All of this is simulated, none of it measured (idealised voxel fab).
process module | voxel released beams
cross-section cut | 145 nm wide | cells 5 nm
A cross-section is a grid of square cells, given in bands from the top down. A band is one or more rows of cells.
Each band's line starts with the height of the band's top and of its bottom, in nm. Then come its materials from left to right, each with its width in nm. One material with "throughout" fills the band from edge to edge. "air" is empty space.
Height 0 is the level under which the wafer as received is all one material. The lowest band goes on downwards, as in "0 down".
A width such as "30 to 40" changes by the same amount from each row of cells to the next, from the band's top row to its bottom row.
"no change" after a step means that no cell of the cross-section changed.
closed voids: empty space of 8 cells or more with no open way to the top, each as width x height at its distance from the left edge, in nm
after a step's settings: what the simulator itself notes on the step
overlay nm, on a step with a mask: how far to the right of its planned place the mask lay; to the left if negative
plan
1 op RECEIVE | material Si
2 op CONFORMAL_DEP | material Al2O3 | thk nm 5
3 op DIRECTIONAL_DEP | material SiO2 | thk nm 15
4 op DIRECTIONAL_DEP | material aC | thk nm 10
5 op PATTERN | tone open | mask id ANCHOR | material resist | width nm 30 | thk nm 30 | overlay nm 0
6 op DIRECTIONAL_ETCH | etch materials aC | depth nm 10
7 op STRIP | etch materials resist
8 op DIRECTIONAL_ETCH | etch materials SiO2 | depth nm 15
9 op STRIP | etch materials aC
10 op CONFORMAL_DEP | material SiN | thk nm 10
11 op DIRECTIONAL_DEP | material aC | thk nm 15
12 op PATTERN | tone cover | mask id BEAM | material resist | width nm 90 | thk nm 35 | overlay nm 0
13 op DIRECTIONAL_ETCH | etch materials aC | depth nm 15
14 op STRIP | etch materials resist
15 op DIRECTIONAL_ETCH | etch materials SiN | depth nm 10
16 op STRIP | etch materials aC
17 op STRIP | etch materials SiO2
first wafer, as planned
as received, after step 1
  0 down: Si throughout
  closed voids: none
after step 2
  5 to 0: Al2O3 throughout
  below 0: unchanged
after step 3
  20 to 5: SiO2 throughout
  below 5: unchanged
after step 4
  30 to 20: aC throughout
  below 20: unchanged
after step 5
  60 to 30: resist 30 | air 30 | resist 85
  below 30: unchanged
after step 6
  50 to 30: resist 30 | air 30 | resist 85
  30 to 20: aC 30 | air 30 | aC 85
  below 20: unchanged
after step 7
  30 to 20: aC 30 | air 30 | aC 85
  below 20: unchanged
after step 8
  30 to 20: aC 30 | air 30 | aC 85
  20 to 5: SiO2 30 | air 30 | SiO2 85
  below 5: unchanged
after step 9
  20 to 5: SiO2 30 | air 30 | SiO2 85
  below 5: unchanged
after step 10
  30 to 20: SiN 40 | air 10 | SiN 95
  20 to 15: SiO2 30 | SiN 10 | air 10 | SiN 10 | SiO2 85
  15 to 5: SiO2 30 | SiN 30 | SiO2 85
  below 5: unchanged
after step 11
  45 to 30: aC 40 | air 10 | aC 95
  30 to 20: SiN 40 | aC 10 | SiN 95
  20 to 15: SiO2 30 | SiN 10 | aC 10 | SiN 10 | SiO2 85
  below 15: unchanged
after step 12
  80 to 45: air 25 | resist 90 | air 30
  45 to 30: aC 40 | resist 10 | aC 95
  below 30: unchanged
after step 13
  65 to 45: air 25 | resist 90 | air 30
  45 to 30: air 25 | aC 15 | resist 10 | aC 65 | air 30
  below 30: unchanged
after step 14
  45 to 30: air 25 | aC 15 | air 10 | aC 65 | air 30
  below 30: unchanged
after step 15
  45 to 30: air 25 | aC 15 | air 10 | aC 65 | air 30
  30 to 20: air 25 | SiN 15 | aC 10 | SiN 65 | air 30
  below 20: unchanged
after step 16
  30 to 20: air 25 | SiN 15 | air 10 | SiN 65 | air 30
  20 to 15: SiO2 30 | SiN 10 | air 10 | SiN 10 | SiO2 85
  below 15: unchanged
after step 17
  30 to 20: air 25 | SiN 15 | air 10 | SiN 65 | air 30
  20 to 15: air 30 | SiN 10 | air 10 | SiN 10 | air 85
  15 to 5: air 30 | SiN 30 | air 85
  below 5: unchanged
second wafer: like start, like plan, one mistake. Through step 11 it matches the first wafer
when step 12 should have ended
  80 to 45: air 20 | resist 100 | air 25
  45 to 30: aC 40 | resist 10 | aC 95
  below 30: unchanged
when step 13 should have ended
  65 to 45: air 20 | resist 100 | air 25
  45 to 30: air 20 | aC 20 | resist 10 | aC 70 | air 25
  below 30: unchanged
when step 14 should have ended
  45 to 30: air 20 | aC 20 | air 10 | aC 70 | air 25
  below 30: unchanged
when step 15 should have ended
  45 to 30: air 20 | aC 20 | air 10 | aC 70 | air 25
  30 to 20: air 20 | SiN 20 | aC 10 | SiN 70 | air 25
  below 20: unchanged
when step 16 should have ended
  30 to 20: air 20 | SiN 20 | air 10 | SiN 70 | air 25
  20 to 15: SiO2 30 | SiN 10 | air 10 | SiN 10 | SiO2 85
  below 15: unchanged
when step 17 should have ended
  30 to 20: air 20 | SiN 20 | air 10 | SiN 70 | air 25
  20 to 15: air 30 | SiN 10 | air 10 | SiN 10 | air 85
  15 to 5: air 30 | SiN 30 | air 85
  below 5: unchanged
what went wrong: step 12 ran as: op PATTERN | tone cover | mask id BEAM | material resist | width nm 100 | thk nm 35 | overlay nm 0
at the end the second wafer has, in cells: 4 more of SiN
